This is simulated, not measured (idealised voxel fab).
The name of this process module is voxel wiring stack.
The cross-section on display is named cut; it measures 265 nm wide, and its cells are 5 nm squares.
We lay out every cross-section as a grid of square cells and spell it out in bands from the top down, where one band means one or more rows of cells.
Heads up on the band format: heights come first, top then bottom, in nm. After that it's the materials left to right, each with its width in nm. A single material flagged "edge to edge" fills the whole band edge to edge, and "empty" means there's empty space there.
Convention: height 0 is the level below which the wafer, as received, is all one material. The lowest band does not terminate at the bottom but continues downward, represented as "0 down".
Width spec "30 to 40" -> top row of cells at first value, bottom row at second value, equal per-row change in between.
Step note "remained unchanged" = no cross-section cell changed.
So "Catalogued sealed voids" is basically the list of trapped voids: any empty space of 8 cells or more that can't reach the top through an opening. They're written width x height at distance, the distance being from the left edge, and it's all nm.
It should be noted that, on the line of a given step, the content following the step's settings is a remark produced by the simulator itself with respect to that step.
You can add "overlay nm" to a step's line. For a step with a mask, it describes how far the mask lay to the right of its planned position, and a negative number describes a lay to the left.
In what follows, pairs of cross-sections are presented, each taken before and after one process step, with the after cross-section shown only down to the lowest band that was altered; the step, together with its settings, is stated below the pair. The pairs may stem from different runs of this module on the same starting wafer; accordingly, a pair should be taken as continuing from the one above it solely where its entry headed "Pre-step cross-section" indicates as much.
Pre-step cross-section
    0 down  Si edge to edge
    Catalogued sealed voids: none
Section, Post-Step
    10 to 0  SiO2 edge to edge
    below 0: unchanged
    Catalogued sealed voids: none
Relating the two cross-sections above, the step in between is CONFORMAL_DEP (material SiO2; thk nm 10)
Pre-step cross-section: the state before this step is the cross-section shown after the step in the pair just above.
Section, Post-Step
    15 to 10  SiCN edge to edge
    below 10: unchanged
    Catalogued sealed voids: none
Relating the two cross-sections above, the step in between is CONFORMAL_DEP (material SiCN; thk nm 5)
Pre-step cross-section: the state before this step is the cross-section shown after the step in the pair just above.
Section, Post-Step
    40 to 15  lowk edge to edge
    below 15: unchanged
    Catalogued sealed voids: none
Relating the two cross-sections above, the step in between is DIRECTIONAL_DEP (material lowk; thk nm 25)
Pre-step cross-section: the state before this step is the cross-section shown after the step in the pair just above.
Section, Post-Step
    60 to 40  55 resist, 20 empty, 25 resist, 20 empty, 25 resist, 20 empty, 25 resist, 20 empty, 55 resist
    below 40: unchanged
    Catalogued sealed voids: none
Relating the two cross-sections above, the step in between is PATTERN (tone open; mask id METAL_1; material resist; width nm 20; pitch nm 45; thk nm 20; overlay nm 0)
Pre-step cross-section: the state before this step is the cross-section shown after the step in the pair just above.
Section, Post-Step
    60 to 40  55 resist, 20 empty, 25 resist, 20 empty, 25 resist, 20 empty, 25 resist, 20 empty, 55 resist
    40 to 15  55 lowk, 20 empty, 25 lowk, 20 empty, 25 lowk, 20 empty, 25 lowk, 20 empty, 55 lowk
    below 15: unchanged
    Catalogued sealed voids: none
Relating the two cross-sections above, the step in between is DIRECTIONAL_ETCH (etch materials lowk; depth nm 25)
Pre-step cross-section: the state before this step is the cross-section shown after the step in the pair just above.
Section, Post-Step
    60 to 40  55 resist, 20 empty, 25 resist, 20 empty, 25 resist, 20 empty, 25 resist, 20 empty, 55 resist
    40 to 15  55 lowk, 20 empty, 25 lowk, 20 empty, 25 lowk, 20 empty, 25 lowk, 20 empty, 55 lowk
    15 to 10  55 SiCN, 20 empty, 25 SiCN, 20 empty, 25 SiCN, 20 empty, 25 SiCN, 20 empty, 55 SiCN
    below 10: unchanged
    Catalogued sealed voids: none
Relating the two cross-sections above, the step in between is DIRECTIONAL_ETCH (etch materials SiCN; depth nm 5)
Pre-step cross-section: the state before this step is the cross-section shown after the step in the pair just above.
Section, Post-Step
    40 to 15  55 lowk, 20 empty, 25 lowk, 20 empty, 25 lowk, 20 empty, 25 lowk, 20 empty, 55 lowk
    below 15: unchanged
    Catalogued sealed voids: none
Relating the two cross-sections above, the step in between is STRIP (etch materials resist)
Pre-step cross-section: the state before this step is the cross-section shown after the step in the pair just above.
Section, Post-Step
    45 to 40  60 TiN, 10 empty, 35 TiN, 10 empty, 35 TiN, 10 empty, 35 TiN, 10 empty, 60 TiN
    40 to 15  55 lowk, 5 TiN, 10 empty, 5 TiN, 25 lowk, 5 TiN, 10 empty, 5 TiN, 25 lowk, 5 TiN, 10 empty, 5 TiN, 25 lowk, 5 TiN, 10 empty, 5 TiN, 55 lowk
    15 to 10  55 SiCN, 20 TiN, 25 SiCN, 20 TiN, 25 SiCN, 20 TiN, 25 SiCN, 20 TiN, 55 SiCN
    below 10: unchanged
    Catalogued sealed voids: none
Relating the two cross-sections above, the step in between is CONFORMAL_DEP (material TiN; thk nm 5)
Pre-step cross-section: the state before this step is the cross-section shown after the step in the pair just above.
Section, Post-Step
    55 to 45  Cu edge to edge
    45 to 40  60 TiN, 10 Cu, 35 TiN, 10 Cu, 35 TiN, 10 Cu, 35 TiN, 10 Cu, 60 TiN
    40 to 15  55 lowk, 5 TiN, 10 Cu, 5 TiN, 25 lowk, 5 TiN, 10 Cu, 5 TiN, 25 lowk, 5 TiN, 10 Cu, 5 TiN, 25 lowk, 5 TiN, 10 Cu, 5 TiN, 55 lowk
    below 15: unchanged
    Catalogued sealed voids: none
Relating the two cross-sections above, the step in between is FILL_DEP (material Cu; thk nm 10)
Pre-step cross-section: the state before this step is the cross-section shown after the step in the pair just above.
Section, Post-Step
    40 to 15  55 lowk, 5 TiN, 10 Cu, 5 TiN, 25 lowk, 5 TiN, 10 Cu, 5 TiN, 25 lowk, 5 TiN, 10 Cu, 5 TiN, 25 lowk, 5 TiN, 10 Cu, 5 TiN, 55 lowk
    below 15: unchanged
    Catalogued sealed voids: none
Relating the two cross-sections above, the step in between is CMP (height nm 40)
Pre-step cross-section: the state before this step is the cross-section shown after the step in the pair just above.
Section, Post-Step
    45 to 40  SiCN edge to edge
    below 40: unchanged
    Catalogued sealed voids: none
Relating the two cross-sections above, the step in between is CONFORMAL_DEP (material SiCN; thk nm 5)
Pre-step cross-section: the state before this step is the cross-section shown after the step in the pair just above.
Section, Post-Step
    75 to 45  lowk edge to edge
    below 45: unchanged
    Catalogued sealed voids: none
Relating the two cross-sections above, the step in between is DIRECTIONAL_DEP (material lowk; thk nm 30)
Pre-step cross-section: the state before this step is the cross-section shown after the step in the pair just above.
Section, Post-Step
    75 to 60  55 lowk, 20 empty, 25 lowk, 20 empty, 25 lowk, 20 empty, 25 lowk, 20 empty, 55 lowk
    below 60: unchanged
    Catalogued sealed voids: none
Relating the two cross-sections above, the step in between is MASKED_ETCH (tone open; mask id METAL_2; width nm 20; pitch nm 45; etch materials lowk; depth nm 15; overlay nm 0)
Pre-step cross-section: the state before this step is the cross-section shown after the step in the pair just above.
Section, Post-Step
    85 to 75  55 aC, 20 empty, 25 aC, 20 empty, 25 aC, 20 empty, 25 aC, 20 empty, 55 aC
    75 to 70  55 lowk, 20 empty, 25 lowk, 20 empty, 25 lowk, 20 empty, 25 lowk, 20 empty, 55 lowk
    70 to 60  55 lowk, 20 aC, 25 lowk, 20 aC, 25 lowk, 20 aC, 25 lowk, 20 aC, 55 lowk
    below 60: unchanged
    Catalogued sealed voids: none
Relating the two cross-sections above, the step in between is DIRECTIONAL_DEP (material aC; thk nm 10)
Pre-step cross-section: the state before this step is the cross-section shown after the step in the pair just above.
Section, Post-Step
    115 to 85  55 resist, 15 empty, 30 resist, 15 empty, 30 resist, 15 empty, 30 resist, 15 empty, 60 resist
    85 to 75  55 aC, 15 empty, 5 resist, 25 aC, 15 empty, 5 resist, 25 aC, 15 empty, 5 resist, 25 aC, 15 empty, 5 resist, 55 aC
    75 to 70  55 lowk, 15 empty, 5 resist, 25 lowk, 15 empty, 5 resist, 25 lowk, 15 empty, 5 resist, 25 lowk, 15 empty, 5 resist, 55 lowk
    below 70: unchanged
    Catalogued sealed voids: none
Relating the two cross-sections above, the step in between is PATTERN (tone open; mask id METAL_2_HOLES; material resist; width nm 15; pitch nm 45; thk nm 30; overlay nm 0)
Pre-step cross-section: the state before this step is the cross-section shown after the step in the pair just above.
Section, Post-Step
    105 to 85  55 resist, 15 empty, 30 resist, 15 empty, 30 resist, 15 empty, 30 resist, 15 empty, 60 resist
    85 to 75  55 aC, 15 empty, 5 resist, 25 aC, 15 empty, 5 resist, 25 aC, 15 empty, 5 resist, 25 aC, 15 empty, 5 resist, 55 aC
    75 to 70  55 lowk, 15 empty, 5 resist, 25 lowk, 15 empty, 5 resist, 25 lowk, 15 empty, 5 resist, 25 lowk, 15 empty, 5 resist, 55 lowk
    70 to 60  55 lowk, 15 empty, 5 aC, 25 lowk, 15 empty, 5 aC, 25 lowk, 15 empty, 5 aC, 25 lowk, 15 empty, 5 aC, 55 lowk
    below 60: unchanged
    Catalogued sealed voids: none
Relating the two cross-sections above, the step in between is DIRECTIONAL_ETCH (etch materials aC; depth nm 10)
Pre-step cross-section: the state before this step is the cross-section shown after the step in the pair just above.
Section, Post-Step
    85 to 75  55 aC, 20 empty, 25 aC, 20 empty, 25 aC, 20 empty, 25 aC, 20 empty, 55 aC
    75 to 70  55 lowk, 20 empty, 25 lowk, 20 empty, 25 lowk, 20 empty, 25 lowk, 20 empty, 55 lowk
    below 70: unchanged
    Catalogued sealed voids: none
Relating the two cross-sections above, the step in between is STRIP (etch materials resist)
Pre-step cross-section: the state before this step is the cross-section shown after the step in the pair just above.
Section, Post-Step
    85 to 75  55 aC, 20 empty, 25 aC, 20 empty, 25 aC, 20 empty, 25 aC, 20 empty, 55 aC
    75 to 70  55 lowk, 20 empty, 25 lowk, 20 empty, 25 lowk, 20 empty, 25 lowk, 20 empty, 55 lowk
    70 to 60  55 lowk, 15 empty, 5 aC, 25 lowk, 15 empty, 5 aC, 25 lowk, 15 empty, 5 aC, 25 lowk, 15 empty, 5 aC, 55 lowk
    60 to 45  55 lowk, 15 empty, 30 lowk, 15 empty, 30 lowk, 15 empty, 30 lowk, 15 empty, 60 lowk
    below 45: unchanged
    Catalogued sealed voids: none
Relating the two cross-sections above, the step in between is DIRECTIONAL_ETCH (etch materials lowk; depth nm 15)
Pre-step cross-section: the state before this step is the cross-section shown after the step in the pair just above.
Section, Post-Step
    85 to 75  55 aC, 20 empty, 25 aC, 20 empty, 25 aC, 20 empty, 25 aC, 20 empty, 55 aC
    75 to 70  55 lowk, 20 empty, 25 lowk, 20 empty, 25 lowk, 20 empty, 25 lowk, 20 empty, 55 lowk
    70 to 60  55 lowk, 15 empty, 5 aC, 25 lowk, 15 empty, 5 aC, 25 lowk, 15 empty, 5 aC, 25 lowk, 15 empty, 5 aC, 55 lowk
    60 to 45  55 lowk, 15 empty, 30 lowk, 15 empty, 30 lowk, 15 empty, 30 lowk, 15 empty, 60 lowk
    45 to 40  55 SiCN, 15 empty, 30 SiCN, 15 empty, 30 SiCN, 15 empty, 30 SiCN, 15 empty, 60 SiCN
    below 40: unchanged
    Catalogued sealed voids: none
Relating the two cross-sections above, the step in between is DIRECTIONAL_ETCH (etch materials SiCN; depth nm 5)
Pre-step cross-section: the state before this step is the cross-section shown after the step in the pair just above.
Section, Post-Step
    75 to 60  55 lowk, 20 empty, 25 lowk, 20 empty, 25 lowk, 20 empty, 25 lowk, 20 empty, 55 lowk
    below 60: unchanged
    Catalogued sealed voids: none
Relating the two cross-sections above, the step in between is STRIP (etch materials aC)
Pre-step cross-section: the state before this step is the cross-section shown after the step in the pair just above.
Section, Post-Step
    80 to 75  60 TiN, 10 empty, 35 TiN, 10 empty, 35 TiN, 10 empty, 35 TiN, 10 empty, 60 TiN
    75 to 65  55 lowk, 5 TiN, 10 empty, 5 TiN, 25 lowk, 5 TiN, 10 empty, 5 TiN, 25 lowk, 5 TiN, 10 empty, 5 TiN, 25 lowk, 5 TiN, 10 empty, 5 TiN, 55 lowk
    65 to 60  55 lowk, 5 TiN, 5 empty, 10 TiN, 25 lowk, 5 TiN, 5 empty, 10 TiN, 25 lowk, 5 TiN, 5 empty, 10 TiN, 25 lowk, 5 TiN, 5 empty, 10 TiN, 55 lowk
    60 to 45  55 lowk, 5 TiN, 5 empty, 5 TiN, 30 lowk, 5 TiN, 5 empty, 5 TiN, 30 lowk, 5 TiN, 5 empty, 5 TiN, 30 lowk, 5 TiN, 5 empty, 5 TiN, 60 lowk
    45 to 40  55 SiCN, 15 TiN, 30 SiCN, 15 TiN, 30 SiCN, 15 TiN, 30 SiCN, 15 TiN, 60 SiCN
    below 40: unchanged
    Catalogued sealed voids: none
Relating the two cross-sections above, the step in between is CONFORMAL_DEP (material TiN; thk nm 5)
Pre-step cross-section: the state before this step is the cross-section shown after the step in the pair just above.
Section, Post-Step
    90 to 80  Cu edge to edge
    80 to 75  60 TiN, 10 Cu, 35 TiN, 10 Cu, 35 TiN, 10 Cu, 35 TiN, 10 Cu, 60 TiN
    75 to 65  55 lowk, 5 TiN, 10 Cu, 5 TiN, 25 lowk, 5 TiN, 10 Cu, 5 TiN, 25 lowk, 5 TiN, 10 Cu, 5 TiN, 25 lowk, 5 TiN, 10 Cu, 5 TiN, 55 lowk
    65 to 60  55 lowk, 5 TiN, 5 Cu, 10 TiN, 25 lowk, 5 TiN, 5 Cu, 10 TiN, 25 lowk, 5 TiN, 5 Cu, 10 TiN, 25 lowk, 5 TiN, 5 Cu, 10 TiN, 55 lowk
    60 to 45  55 lowk, 5 TiN, 5 Cu, 5 TiN, 30 lowk, 5 TiN, 5 Cu, 5 TiN, 30 lowk, 5 TiN, 5 Cu, 5 TiN, 30 lowk, 5 TiN, 5 Cu, 5 TiN, 60 lowk
    below 45: unchanged
    Catalogued sealed voids: none
Relating the two cross-sections above, the step in between is FILL_DEP (material Cu; thk nm 10)
Pre-step cross-section: the state before this step is the cross-section shown after the step in the pair just above.
Section, Post-Step
    75 to 65  55 lowk, 5 TiN, 10 Cu, 5 TiN, 25 lowk, 5 TiN, 10 Cu, 5 TiN, 25 lowk, 5 TiN, 10 Cu, 5 TiN, 25 lowk, 5 TiN, 10 Cu, 5 TiN, 55 lowk
    below 65: unchanged
    Catalogued sealed voids: none
Relating the two cross-sections above, the step in between is CMP (height nm 75)
Pre-step cross-section: the state before this step is the cross-section shown after the step in the pair just above.
Section, Post-Step
    80 to 75  SiCN edge to edge
    below 75: unchanged
    Catalogued sealed voids: none
Relating the two cross-sections above, the step in between is CONFORMAL_DEP (material SiCN; thk nm 5)
Pre-step cross-section: the state before this step is the cross-section shown after the step in the pair just above.
Section, Post-Step
    95 to 80  SiO2 edge to edge
    below 80: unchanged
    Catalogued sealed voids: none
Relating the two cross-sections above, the step in between is DIRECTIONAL_DEP (material SiO2; thk nm 15)
Pre-step cross-section: the state before this step is the cross-section shown after the step in the pair just above.
Section, Post-Step
    110 to 95  aC edge to edge
    below 95: unchanged
    Catalogued sealed voids: none
Relating the two cross-sections above, the step in between is DIRECTIONAL_DEP (material aC; thk nm 15)
Pre-step cross-section: the state before this step is the cross-section shown after the step in the pair just above.
Section, Post-Step
    145 to 110  55 resist, 15 empty, 75 resist, 15 empty, 105 resist
    below 110: unchanged
    Catalogued sealed voids: none
Relating the two cross-sections above, the step in between is PATTERN (tone open; mask id PLUG_2; material resist; width nm 15; pitch nm 90; thk nm 35; overlay nm 0)
Pre-step cross-section: the state before this step is the cross-section shown after the step in the pair just above.
Section, Post-Step
    130 to 110  55 resist, 15 empty, 75 resist, 15 empty, 105 resist
    110 to 95  55 aC, 15 empty, 75 aC, 15 empty, 105 aC
    below 95: unchanged
    Catalogued sealed voids: none
Relating the two cross-sections above, the step in between is DIRECTIONAL_ETCH (etch materials aC; depth nm 15)
Pre-step cross-section: the state before this step is the cross-section shown after the step in the pair just above.
Section, Post-Step
    110 to 95  55 aC, 15 empty, 75 aC, 15 empty, 105 aC
    below 95: unchanged
    Catalogued sealed voids: none
Relating the two cross-sections above, the step in between is STRIP (etch materials resist)
Pre-step cross-section: the state before this step is the cross-section shown after the step in the pair just above.
Section, Post-Step
    110 to 95  55 aC, 15 empty, 75 aC, 15 empty, 105 aC
    95 to 80  55 SiO2, 15 empty, 75 SiO2, 15 empty, 105 SiO2
    below 80: unchanged
    Catalogued sealed voids: none
Relating the two cross-sections above, the step in between is DIRECTIONAL_ETCH (etch materials SiO2; depth nm 15)
Pre-step cross-section: the state before this step is the cross-section shown after the step in the pair just above.
Section, Post-Step
    110 to 95  55 aC, 15 empty, 75 aC, 15 empty, 105 aC
    95 to 80  55 SiO2, 15 empty, 75 SiO2, 15 empty, 105 SiO2
    80 to 75  55 SiCN, 15 empty, 75 SiCN, 15 empty, 105 SiCN
    below 75: unchanged
    Catalogued sealed voids: none
Relating the two cross-sections above, the step in between is DIRECTIONAL_ETCH (etch materials SiCN; depth nm 5)
Pre-step cross-section: the state before this step is the cross-section shown after the step in the pair just above.
Section, Post-Step
    95 to 80  55 SiO2, 15 empty, 75 SiO2, 15 empty, 105 SiO2
    below 80: unchanged
    Catalogued sealed voids: none
Relating the two cross-sections above, the step in between is STRIP (etch materials aC)
Pre-step cross-section: the state before this step is the cross-section shown after the step in the pair just above.
Section, Post-Step
    95 to 85  55 SiO2, 15 empty, 75 SiO2, 15 empty, 105 SiO2
    85 to 80  55 SiO2, 15 Ru, 75 SiO2, 15 Ru, 105 SiO2
    80 to 75  55 SiCN, 15 Ru, 75 SiCN, 15 Ru, 105 SiCN
    below 75: unchanged
    Catalogued sealed voids: none
Relating the two cross-sections above, the step in between is EPI (material Ru; thk nm 10)
Pre-step cross-section: the state before this step is the cross-section shown after the step in the pair just above.
Section, Post-Step
    95 to 80  55 SiO2, 15 Ru, 75 SiO2, 15 Ru, 105 SiO2
    below 80: unchanged
    Catalogued sealed voids: none
Relating the two cross-sections above, the step in between is EPI (material Ru; thk nm 10)
Pre-step cross-section: the state before this step is the cross-section shown after the step in the pair just above.
Section, Post-Step
    100 to 95  TiN edge to edge
    below 95: unchanged
    Catalogued sealed voids: none
Relating the two cross-sections above, the step in between is DIRECTIONAL_DEP (material TiN; thk nm 5)
Pre-step cross-section: the state before this step is the cross-section shown after the step in the pair just above.
Section, Post-Step
    125 to 100  Ru edge to edge
    below 100: unchanged
    Catalogued sealed voids: none
Relating the two cross-sections above, the step in between is DIRECTIONAL_DEP (material Ru; thk nm 25)
Pre-step cross-section: the state before this step is the cross-section shown after the step in the pair just above.
Section, Post-Step
    125 to 100  55 empty, 20 Ru, 25 empty, 20 Ru, 25 empty, 20 Ru, 25 empty, 20 Ru, 55 empty
    below 100: unchanged
    Catalogued sealed voids: none
Relating the two cross-sections above, the step in between is MASKED_ETCH (tone cover; mask id METAL_3; width nm 20; pitch nm 45; etch materials Ru; depth nm 25; overlay nm 0)
Pre-step cross-section: the state before this step is the cross-section shown after the step in the pair just above.
Section, Post-Step
    125 to 100  55 empty, 20 Ru, 25 empty, 20 Ru, 25 empty, 20 Ru, 25 empty, 20 Ru, 55 empty
    100 to 95  55 empty, 20 TiN, 25 empty, 20 TiN, 25 empty, 20 TiN, 25 empty, 20 TiN, 55 empty
    below 95: unchanged
    Catalogued sealed voids: none
Relating the two cross-sections above, the step in between is MASKED_ETCH (tone cover; mask id METAL_3; width nm 20; pitch nm 45; etch materials TiN; depth nm 5; overlay nm 0)
Pre-step cross-section: the state before this step is the cross-section shown after the step in the pair just above.
Section, Post-Step
    135 to 125  SiO2 edge to edge
    125 to 100  55 SiO2, 20 Ru, 25 SiO2, 20 Ru, 25 SiO2, 20 Ru, 25 SiO2, 20 Ru, 55 SiO2
    100 to 95  55 SiO2, 20 TiN, 25 SiO2, 20 TiN, 25 SiO2, 20 TiN, 25 SiO2, 20 TiN, 55 SiO2
    below 95: unchanged
    Catalogued sealed voids: none
Relating the two cross-sections above, the step in between is FILL_DEP (material SiO2; thk nm 10)
Pre-step cross-section: the state before this step is the cross-section shown after the step in the pair just above.
Section, Post-Step
    125 to 100  55 SiO2, 20 Ru, 25 SiO2, 20 Ru, 25 SiO2, 20 Ru, 25 SiO2, 20 Ru, 55 SiO2
    below 100: unchanged
    Catalogued sealed voids: none
Relating the two cross-sections above, the step in between is CMP (height nm 125)
Pre-step cross-section: the state before this step is the cross-section shown after the step in the pair just above.
Section, Post-Step
    130 to 125  SiCN edge to edge
    below 125: unchanged
    Catalogued sealed voids: none
Relating the two cross-sections above, the step in between is CONFORMAL_DEP (material SiCN; thk nm 5)
Pre-step cross-section: the state before this step is the cross-section shown after the step in the pair just above.
Section, Post-Step
    155 to 130  lowk edge to edge
    below 130: unchanged
    Catalogued sealed voids: none
Relating the two cross-sections above, the step in between is DIRECTIONAL_DEP (material lowk; thk nm 25)
Pre-step cross-section: the state before this step is the cross-section shown after the step in the pair just above.
Section, Post-Step
    155 to 130  55 lowk, 15 empty, 30 lowk, 15 empty, 30 lowk, 15 empty, 30 lowk, 15 empty, 60 lowk
    below 130: unchanged
    Catalogued sealed voids: none
Relating the two cross-sections above, the step in between is MASKED_ETCH (tone open; mask id METAL_4_HOLES; width nm 15; pitch nm 45; etch materials lowk; depth nm 25; overlay nm 0)
Pre-step cross-section: the state before this step is the cross-section shown after the step in the pair just above.
Section, Post-Step
    170 to 155  55 resist, 20 empty, 25 resist, 20 empty, 25 resist, 20 empty, 25 resist, 20 empty, 55 resist
    below 155: unchanged
    Catalogued sealed voids: none
Relating the two cross-sections above, the step in between is PATTERN (tone open; mask id METAL_4; material resist; width nm 20; pitch nm 45; thk nm 15; overlay nm 0)
Pre-step cross-section: the state before this step is the cross-section shown after the step in the pair just above.
Section, Post-Step
    170 to 155  55 resist, 20 empty, 25 resist, 20 empty, 25 resist, 20 empty, 25 resist, 20 empty, 55 resist
    155 to 140  55 lowk, 20 empty, 25 lowk, 20 empty, 25 lowk, 20 empty, 25 lowk, 20 empty, 55 lowk
    below 140: unchanged
    Catalogued sealed voids: none
Relating the two cross-sections above, the step in between is DIRECTIONAL_ETCH (etch materials lowk; depth nm 15)
Pre-step cross-section: the state before this step is the cross-section shown after the step in the pair just above.
Section, Post-Step
    170 to 155  55 resist, 20 empty, 25 resist, 20 empty, 25 resist, 20 empty, 25 resist, 20 empty, 55 resist
    155 to 140  55 lowk, 20 empty, 25 lowk, 20 empty, 25 lowk, 20 empty, 25 lowk, 20 empty, 55 lowk
    140 to 130  55 lowk, 15 empty, 30 lowk, 15 empty, 30 lowk, 15 empty, 30 lowk, 15 empty, 60 lowk
    130 to 125  55 SiCN, 15 empty, 30 SiCN, 15 empty, 30 SiCN, 15 empty, 30 SiCN, 15 empty, 60 SiCN
    below 125: unchanged
    Catalogued sealed voids: none
Relating the two cross-sections above, the step in between is DIRECTIONAL_ETCH (etch materials SiCN; depth nm 5)
Pre-step cross-section: the state before this step is the cross-section shown after the step in the pair just above.
Section, Post-Step
    155 to 140  55 lowk, 20 empty, 25 lowk, 20 empty, 25 lowk, 20 empty, 25 lowk, 20 empty, 55 lowk
    below 140: unchanged
    Catalogued sealed voids: none
Relating the two cross-sections above, the step in between is STRIP (etch materials resist)
Pre-step cross-section: the state before this step is the cross-section shown after the step in the pair just above.
Section, Post-Step
    160 to 155  60 TiN, 10 empty, 35 TiN, 10 empty, 35 TiN, 10 empty, 35 TiN, 10 empty, 60 TiN
    155 to 145  55 lowk, 5 TiN, 10 empty, 5 TiN, 25 lowk, 5 TiN, 10 empty, 5 TiN, 25 lowk, 5 TiN, 10 empty, 5 TiN, 25 lowk, 5 TiN, 10 empty, 5 TiN, 55 lowk
    145 to 140  55 lowk, 5 TiN, 5 empty, 10 TiN, 25 lowk, 5 TiN, 5 empty, 10 TiN, 25 lowk, 5 TiN, 5 empty, 10 TiN, 25 lowk, 5 TiN, 5 empty, 10 TiN, 55 lowk
    140 to 130  55 lowk, 5 TiN, 5 empty, 5 TiN, 30 lowk, 5 TiN, 5 empty, 5 TiN, 30 lowk, 5 TiN, 5 empty, 5 TiN, 30 lowk, 5 TiN, 5 empty, 5 TiN, 60 lowk
    130 to 125  55 SiCN, 15 TiN, 30 SiCN, 15 TiN, 30 SiCN, 15 TiN, 30 SiCN, 15 TiN, 60 SiCN
    below 125: unchanged
    Catalogued sealed voids: none
Relating the two cross-sections above, the step in between is CONFORMAL_DEP (material TiN; thk nm 5)
Pre-step cross-section: the state before this step is the cross-section shown after the step in the pair just above.
Section, Post-Step
    170 to 160  Cu edge to edge
    160 to 155  60 TiN, 10 Cu, 35 TiN, 10 Cu, 35 TiN, 10 Cu, 35 TiN, 10 Cu, 60 TiN
    155 to 145  55 lowk, 5 TiN, 10 Cu, 5 TiN, 25 lowk, 5 TiN, 10 Cu, 5 TiN, 25 lowk, 5 TiN, 10 Cu, 5 TiN, 25 lowk, 5 TiN, 10 Cu, 5 TiN, 55 lowk
    145 to 140  55 lowk, 5 TiN, 5 Cu, 10 TiN, 25 lowk, 5 TiN, 5 Cu, 10 TiN, 25 lowk, 5 TiN, 5 Cu, 10 TiN, 25 lowk, 5 TiN, 5 Cu, 10 TiN, 55 lowk
    140 to 130  55 lowk, 5 TiN, 5 Cu, 5 TiN, 30 lowk, 5 TiN, 5 Cu, 5 TiN, 30 lowk, 5 TiN, 5 Cu, 5 TiN, 30 lowk, 5 TiN, 5 Cu, 5 TiN, 60 lowk
    below 130: unchanged
    Catalogued sealed voids: none
Relating the two cross-sections above, the step in between is FILL_DEP (material Cu; thk nm 10)
Pre-step cross-section: the state before this step is the cross-section shown after the step in the pair just above.
Section, Post-Step
    155 to 145  55 lowk, 5 TiN, 10 Cu, 5 TiN, 25 lowk, 5 TiN, 10 Cu, 5 TiN, 25 lowk, 5 TiN, 10 Cu, 5 TiN, 25 lowk, 5 TiN, 10 Cu, 5 TiN, 55 lowk
    below 145: unchanged
    Catalogued sealed voids: none
Relating the two cross-sections above, the step in between is CMP (height nm 155)
Pre-step cross-section: the state before this step is the cross-section shown after the step in the pair just above.
Section, Post-Step
    160 to 155  SiN edge to edge
    below 155: unchanged
    Catalogued sealed voids: none
Relating the two cross-sections above, the step in between is CONFORMAL_DEP (material SiN; thk nm 5)
Pre-step cross-section
    90 to 80  Cu edge to edge
    80 to 75  60 TiN, 10 Cu, 35 TiN, 10 Cu, 35 TiN, 10 Cu, 35 TiN, 10 Cu, 60 TiN
    75 to 65  55 lowk, 5 TiN, 10 Cu, 5 TiN, 25 lowk, 5 TiN, 10 Cu, 5 TiN, 25 lowk, 5 TiN, 10 Cu, 5 TiN, 25 lowk, 5 TiN, 10 Cu, 5 TiN, 55 lowk
    65 to 60  55 lowk, 5 TiN, 5 Cu, 10 TiN, 25 lowk, 5 TiN, 5 Cu, 10 TiN, 25 lowk, 5 TiN, 5 Cu, 10 TiN, 25 lowk, 5 TiN, 5 Cu, 10 TiN, 55 lowk
    60 to 45  55 lowk, 5 TiN, 5 Cu, 5 TiN, 30 lowk, 5 TiN, 5 Cu, 5 TiN, 30 lowk, 5 TiN, 5 Cu, 5 TiN, 30 lowk, 5 TiN, 5 Cu, 5 TiN, 60 lowk
    45 to 40  55 SiCN, 15 TiN, 30 SiCN, 15 TiN, 30 SiCN, 15 TiN, 30 SiCN, 15 TiN, 60 SiCN
    40 to 15  55 lowk, 5 TiN, 10 Cu, 5 TiN, 25 lowk, 5 TiN, 10 Cu, 5 TiN, 25 lowk, 5 TiN, 10 Cu, 5 TiN, 25 lowk, 5 TiN, 10 Cu, 5 TiN, 55 lowk
    15 to 10  55 SiCN, 20 TiN, 25 SiCN, 20 TiN, 25 SiCN, 20 TiN, 25 SiCN, 20 TiN, 55 SiCN
    10 to 0  SiO2 edge to edge
    0 down  Si edge to edge
    Catalogued sealed voids: none
Section, Post-Step
    95 to 90  SiCN edge to edge
    below 90: unchanged
    Catalogued sealed voids: none
Relating the two cross-sections above, the step in between is CONFORMAL_DEP (material SiCN; thk nm 5)
Pre-step cross-section: the state before this step is the cross-section shown after the step in the pair just above.
Section, Post-Step
    110 to 95  SiO2 edge to edge
    below 95: unchanged
    Catalogued sealed voids: none
Relating the two cross-sections above, the step in between is DIRECTIONAL_DEP (material SiO2; thk nm 15)
Pre-step cross-section: the state before this step is the cross-section shown after the step in the pair just above.
Section, Post-Step
    125 to 110  aC edge to edge
    below 110: unchanged
    Catalogued sealed voids: none
Relating the two cross-sections above, the step in between is DIRECTIONAL_DEP (material aC; thk nm 15)
Pre-step cross-section: the state before this step is the cross-section shown after the step in the pair just above.
Section, Post-Step
    160 to 125  55 resist, 15 empty, 75 resist, 15 empty, 105 resist
    below 125: unchanged
    Catalogued sealed voids: none
Relating the two cross-sections above, the step in between is PATTERN (tone open; mask id PLUG_2; material resist; width nm 15; pitch nm 90; thk nm 35; overlay nm 0)
Pre-step cross-section: the state before this step is the cross-section shown after the step in the pair just above.
Section, Post-Step
    145 to 125  55 resist, 15 empty, 75 resist, 15 empty, 105 resist
    125 to 110  55 aC, 15 empty, 75 aC, 15 empty, 105 aC
    below 110: unchanged
    Catalogued sealed voids: none
Relating the two cross-sections above, the step in between is DIRECTIONAL_ETCH (etch materials aC; depth nm 15)
Pre-step cross-section: the state before this step is the cross-section shown after the step in the pair just above.
Section, Post-Step
    125 to 110  55 aC, 15 empty, 75 aC, 15 empty, 105 aC
    below 110: unchanged
    Catalogued sealed voids: none
Relating the two cross-sections above, the step in between is STRIP (etch materials resist)
Pre-step cross-section: the state before this step is the cross-section shown after the step in the pair just above.
Section, Post-Step
    125 to 110  55 aC, 15 empty, 75 aC, 15 empty, 105 aC
    110 to 95  55 SiO2, 15 empty, 75 SiO2, 15 empty, 105 SiO2
    below 95: unchanged
    Catalogued sealed voids: none
Relating the two cross-sections above, the step in between is DIRECTIONAL_ETCH (etch materials SiO2; depth nm 15)
Pre-step cross-section: the state before this step is the cross-section shown after the step in the pair just above.
Section, Post-Step
    125 to 110  55 aC, 15 empty, 75 aC, 15 empty, 105 aC
    110 to 95  55 SiO2, 15 empty, 75 SiO2, 15 empty, 105 SiO2
    95 to 90  55 SiCN, 15 empty, 75 SiCN, 15 empty, 105 SiCN
    below 90: unchanged
    Catalogued sealed voids: none
Relating the two cross-sections above, the step in between is DIRECTIONAL_ETCH (etch materials SiCN; depth nm 5)
Pre-step cross-section: the state before this step is the cross-section shown after the step in the pair just above.
Section, Post-Step
    110 to 95  55 SiO2, 15 empty, 75 SiO2, 15 empty, 105 SiO2
    below 95: unchanged
    Catalogued sealed voids: none
Relating the two cross-sections above, the step in between is STRIP (etch materials aC)
